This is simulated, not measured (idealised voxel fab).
Proc. module: voxel fin reveal
Square cells of 5 nm make up the cross-section cut, whose width is 235 nm.
A cross-section is a grid of square cells, given in bands from the top down. A band is one or more rows of cells. Band: top height; bottom height; in nm. Then, left to right: material with width in nm, for each material. "throughout": a single material spanning edge to edge. "empty": empty space. Heights from 0 (as-received wafer is one material below). Bottom band endless downward, as "0 -> down". Think of "30 to 40" as a width that walks from the first number to the second as you go down the band, top row to bottom row, taking equal-sized steps from row to row. It should be understood that the words "stayed the same", when stated for a given step, signify that the cross-section underwent no change in any of its cells during that step. "Sealed internal voids": sealed empty spaces, 8 cells or more, no open way to top, listed width x height at distance, with distance from the left edge and width, height and distance in nm. Past the settings on a step's line: simulator remark, on that step. "overlay nm" denotes, for a step that has a mask, the displacement of the mask to the right of its planned place, with negative values corresponding to the left.

PROCESS STEPS FORESEEN IN THE PLAN
1. RECEIVE | material Si
2. CONFORMAL_DEP | material SiN | thk nm 5
3. PATTERN | tone cover | mask id FINS | material resist | width nm 15 | pitch nm 35 | thk nm 15 | overlay nm 0
4. DIRECTIONAL_ETCH | etch materials SiN | depth nm 5
5. DIRECTIONAL_ETCH | etch materials Si | depth nm 30
6. STRIP | etch materials resist
7. OXIDIZE | depth nm 5
8. FILL_DEP | material SiO2 | thk nm 10
9. CMP | height nm 5
10. SELECTIVE_ETCH | etch materials SiO2 | depth nm 15
11. STRIP | etch materials SiN
12. CONFORMAL_DEP | material SiO2 | thk nm 5

FIRST WAFER OUT OF TWO, PROCESSED AS PLANNED

AS RECEIVED, AFTER STEP 1
    0 -> down  Si throughout
    Sealed internal voids: none

WAFER SECTION VIEW AFTER PROCESSING STEP 2
    5 -> 0  SiN throughout
    All layers under 0 are left as they were.

WAFER SECTION VIEW AFTER PROCESSING STEP 3
    20 -> 5  empty 90; resist 15; empty 20; resist 15; empty 95
    All layers under 5 are left as they were.

WAFER SECTION VIEW AFTER PROCESSING STEP 4
    20 -> 5  empty 90; resist 15; empty 20; resist 15; empty 95
    5 -> 0  empty 90; SiN 15; empty 20; SiN 15; empty 95
    All layers under 0 are left as they were.

WAFER SECTION VIEW AFTER PROCESSING STEP 5
    20 -> 5  empty 90; resist 15; empty 20; resist 15; empty 95
    5 -> 0  empty 90; SiN 15; empty 20; SiN 15; empty 95
    0 -> -30  empty 90; Si 15; empty 20; Si 15; empty 95
    All layers under -30 are left as they were.

WAFER SECTION VIEW AFTER PROCESSING STEP 6
    5 -> 0  empty 90; SiN 15; empty 20; SiN 15; empty 95
    All layers under 0 are left as they were.

WAFER SECTION VIEW AFTER PROCESSING STEP 7
    5 -> 0  empty 90; SiN 15; empty 20; SiN 15; empty 95
    0 -> -30  empty 90; SiO2 5; Si 5; SiO2 5; empty 20; SiO2 5; Si 5; SiO2 5; empty 95
    -30 -> -35  SiO2 95; Si 5; SiO2 30; Si 5; SiO2 100
    All layers under -35 are left as they were.

WAFER SECTION VIEW AFTER PROCESSING STEP 8
    15 -> 5  SiO2 throughout
    5 -> 0  SiO2 90; SiN 15; SiO2 20; SiN 15; SiO2 95
    0 -> -35  SiO2 95; Si 5; SiO2 30; Si 5; SiO2 100
    All layers under -35 are left as they were.

WAFER SECTION VIEW AFTER PROCESSING STEP 9
    5 -> 0  SiO2 90; SiN 15; SiO2 20; SiN 15; SiO2 95
    All layers under 0 are left as they were.

WAFER SECTION VIEW AFTER PROCESSING STEP 10
    5 -> 0  empty 90; SiN 15; empty 20; SiN 15; empty 95
    0 -> -10  empty 95; Si 5; empty 30; Si 5; empty 100
    All layers under -10 are left as they were.

WAFER SECTION VIEW AFTER PROCESSING STEP 11
    0 -> -10  empty 95; Si 5; empty 30; Si 5; empty 100
    All layers under -10 are left as they were.

WAFER SECTION VIEW AFTER PROCESSING STEP 12
    5 -> 0  empty 90; SiO2 15; empty 20; SiO2 15; empty 95
    0 -> -5  empty 90; SiO2 5; Si 5; SiO2 5; empty 20; SiO2 5; Si 5; SiO2 5; empty 95
    -5 -> -35  SiO2 95; Si 5; SiO2 30; Si 5; SiO2 100
    All layers under -35 are left as they were.

SECOND WAFER. START AND PLAN AS FOR THE FIRST. ONE MISTAKE MADE IN RUNNING. AGREES WITH THE FIRST UP TO AND INCLUDING STEP 4

CROSS-SECTION: SECOND WAFER, TIME AT WHICH STEP 5 WAS SCHEDULED TO END
    20 -> 5  empty 90; resist 15; empty 20; resist 15; empty 95
    5 -> 0  empty 90; SiN 15; empty 20; SiN 15; empty 95
    0 -> -40  empty 90; Si 15; empty 20; Si 15; empty 95
    All layers under -40 are left as they were.

CROSS-SECTION: SECOND WAFER, TIME AT WHICH STEP 6 WAS SCHEDULED TO END
    5 -> 0  empty 90; SiN 15; empty 20; SiN 15; empty 95
    All layers under 0 are left as they were.

CROSS-SECTION: SECOND WAFER, TIME AT WHICH STEP 7 WAS SCHEDULED TO END
    5 -> 0  empty 90; SiN 15; empty 20; SiN 15; empty 95
    0 -> -40  empty 90; SiO2 5; Si 5; SiO2 5; empty 20; SiO2 5; Si 5; SiO2 5; empty 95
    -40 -> -45  SiO2 95; Si 5; SiO2 30; Si 5; SiO2 100
    All layers under -45 are left as they were.

CROSS-SECTION: SECOND WAFER, TIME AT WHICH STEP 8 WAS SCHEDULED TO END
    15 -> 5  SiO2 throughout
    5 -> 0  SiO2 90; SiN 15; SiO2 20; SiN 15; SiO2 95
    0 -> -45  SiO2 95; Si 5; SiO2 30; Si 5; SiO2 100
    All layers under -45 are left as they were.

CROSS-SECTION: SECOND WAFER, TIME AT WHICH STEP 9 WAS SCHEDULED TO END
    5 -> 0  SiO2 90; SiN 15; SiO2 20; SiN 15; SiO2 95
    All layers under 0 are left as they were.

CROSS-SECTION: SECOND WAFER, TIME AT WHICH STEP 10 WAS SCHEDULED TO END
    5 -> 0  empty 90; SiN 15; empty 20; SiN 15; empty 95
    0 -> -10  empty 95; Si 5; empty 30; Si 5; empty 100
    All layers under -10 are left as they were.

CROSS-SECTION: SECOND WAFER, TIME AT WHICH STEP 11 WAS SCHEDULED TO END
    0 -> -10  empty 95; Si 5; empty 30; Si 5; empty 100
    All layers under -10 are left as they were.

CROSS-SECTION: SECOND WAFER, TIME AT WHICH STEP 12 WAS SCHEDULED TO END
    5 -> 0  empty 90; SiO2 15; empty 20; SiO2 15; empty 95
    0 -> -5  empty 90; SiO2 5; Si 5; SiO2 5; empty 20; SiO2 5; Si 5; SiO2 5; empty 95
    -5 -> -45  SiO2 95; Si 5; SiO2 30; Si 5; SiO2 100
    All layers under -45 are left as they were.
In executing the process, a mistake was made relative to the plan: for step 5, the planned setting was not used; the step was instead run as DIRECTIONAL_ETCH | etch materials Si | depth nm 40
At the finish, the second wafer shows more or fewer cells for some materials than the first does: 90 fewer of Si | 90 more of SiO2
